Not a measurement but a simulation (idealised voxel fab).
Process module under the name voxel double patterning
For reference, the cross-section in this document is cut, with width 195 nm and square cells of 5 nm.
Cross-section, as written here: a square-cell grid given band by band from the top down, where a band holds one or more rows of cells.
Band: top height; bottom height; in nm. Then, left to right: material with width in nm, for each material. "edge to edge": a single material spanning edge to edge. "empty": empty space.
Height 0 is the level under which the wafer as received is all one material. The lowest band goes on downwards, as in "0..down".
A two-number width, for instance "30 to 40", indicates that the width is equal to the first number in the top row of the band and to the second number in the bottom row, and that it changes by a constant amount per row of cells.
Where a step carries "all unchanged", the cross-section came out of it unchanged, cell for cell.
In the "Closed voids list" entry, you get each enclosed empty space of 8 cells or more, one with no open way to the top, written width x height at distance, distance from the left edge, in nm.
Whatever follows a step's settings on its line is a remark the simulator itself makes about that step.
overlay nm: mask right of planned place by this much (step with mask). Neg. = left.

So here's the lineup of process steps we planned
1) RECEIVE, material Si
2) CONFORMAL_DEP, material SiO2, thk nm 5
3) DIRECTIONAL_DEP, material polySi, thk nm 10
4) DIRECTIONAL_DEP, material SiCN, thk nm 10
5) MASKED_ETCH, tone open, mask id FIRST, width nm 15, pitch nm 50, etch materials SiCN, depth nm 10, overlay nm 0
6) PATTERN, tone open, mask id SECOND, material resist, width nm 15, thk nm 15, overlay nm 0
7) DIRECTIONAL_ETCH, etch materials SiCN, depth nm 10
8) STRIP, etch materials resist
9) DIRECTIONAL_ETCH, etch materials polySi, depth nm 10
10) STRIP, etch materials SiCN

So, the first of our two wafers, run just as we planned it

Incoming wafer in cross-section (state: after step 1)
> 0..down  Si edge to edge
> Closed voids list: none

You're looking at a cross-section of the wafer after step 2
> 5..0  SiO2 edge to edge
> Below 0, the layers are the same as they were.

You're looking at a cross-section of the wafer after step 3
> 15..5  polySi edge to edge
> Below 5, the layers are the same as they were.

You're looking at a cross-section of the wafer after step 4
> 25..15  SiCN edge to edge
> Below 15, the layers are the same as they were.

You're looking at a cross-section of the wafer after step 5
> 25..15  SiCN=65 / empty=15 / SiCN=35 / empty=15 / SiCN=65
> Below 15, the layers are the same as they were.

You're looking at a cross-section of the wafer after step 6
> 40..25  resist=90 / empty=15 / resist=90
> 25..15  SiCN=65 / resist=15 / SiCN=35 / resist=15 / SiCN=65
> Below 15, the layers are the same as they were.

You're looking at a cross-section of the wafer after step 7
> 40..25  resist=90 / empty=15 / resist=90
> 25..15  SiCN=65 / resist=15 / SiCN=10 / empty=15 / SiCN=10 / resist=15 / SiCN=65
> Below 15, the layers are the same as they were.

You're looking at a cross-section of the wafer after step 8
> 25..15  SiCN=65 / empty=15 / SiCN=10 / empty=15 / SiCN=10 / empty=15 / SiCN=65
> Below 15, the layers are the same as they were.

You're looking at a cross-section of the wafer after step 9
> 25..15  SiCN=65 / empty=15 / SiCN=10 / empty=15 / SiCN=10 / empty=15 / SiCN=65
> 15..5  polySi=65 / empty=15 / polySi=10 / empty=15 / polySi=10 / empty=15 / polySi=65
> Below 5, the layers are the same as they were.

You're looking at a cross-section of the wafer after step 10
> 15..5  polySi=65 / empty=15 / polySi=10 / empty=15 / polySi=10 / empty=15 / polySi=65
> Below 5, the layers are the same as they were.

second wafer: like start, like plan, one mistake. Through step 4 it matches the first wafer

Look at the second wafer in cross-section at the time step 5 ought to have finished
> 25..15  SiCN=65 / empty=20 / SiCN=30 / empty=20 / SiCN=60
> Below 15, the layers are the same as they were.

Look at the second wafer in cross-section at the time step 6 ought to have finished
> 40..25  resist=90 / empty=15 / resist=90
> 25..15  SiCN=65 / resist=20 / SiCN=30 / resist=20 / SiCN=60
> Below 15, the layers are the same as they were.

Look at the second wafer in cross-section at the time step 7 ought to have finished
> 40..25  resist=90 / empty=15 / resist=90
> 25..15  SiCN=65 / resist=20 / SiCN=5 / empty=15 / SiCN=10 / resist=20 / SiCN=60
> Below 15, the layers are the same as they were.

Look at the second wafer in cross-section at the time step 8 ought to have finished
> 25..15  SiCN=65 / empty=20 / SiCN=5 / empty=15 / SiCN=10 / empty=20 / SiCN=60
> Below 15, the layers are the same as they were.

Look at the second wafer in cross-section at the time step 9 ought to have finished
> 25..15  SiCN=65 / empty=20 / SiCN=5 / empty=15 / SiCN=10 / empty=20 / SiCN=60
> 15..5  polySi=65 / empty=20 / polySi=5 / empty=15 / polySi=10 / empty=20 / polySi=60
> Below 5, the layers are the same as they were.

Look at the second wafer in cross-section at the time step 10 ought to have finished
> 15..5  polySi=65 / empty=20 / polySi=5 / empty=15 / polySi=10 / empty=20 / polySi=60
> Below 5, the layers are the same as they were.
Short version of what went wrong: step 5 deviated from plan and actually ran as MASKED_ETCH, tone open, mask id FIRST, width nm 20, pitch nm 50, etch materials SiCN, depth nm 10, overlay nm 0
Final comparison by cell count, materials where the second wafer has more or fewer than the first: -4 polySi
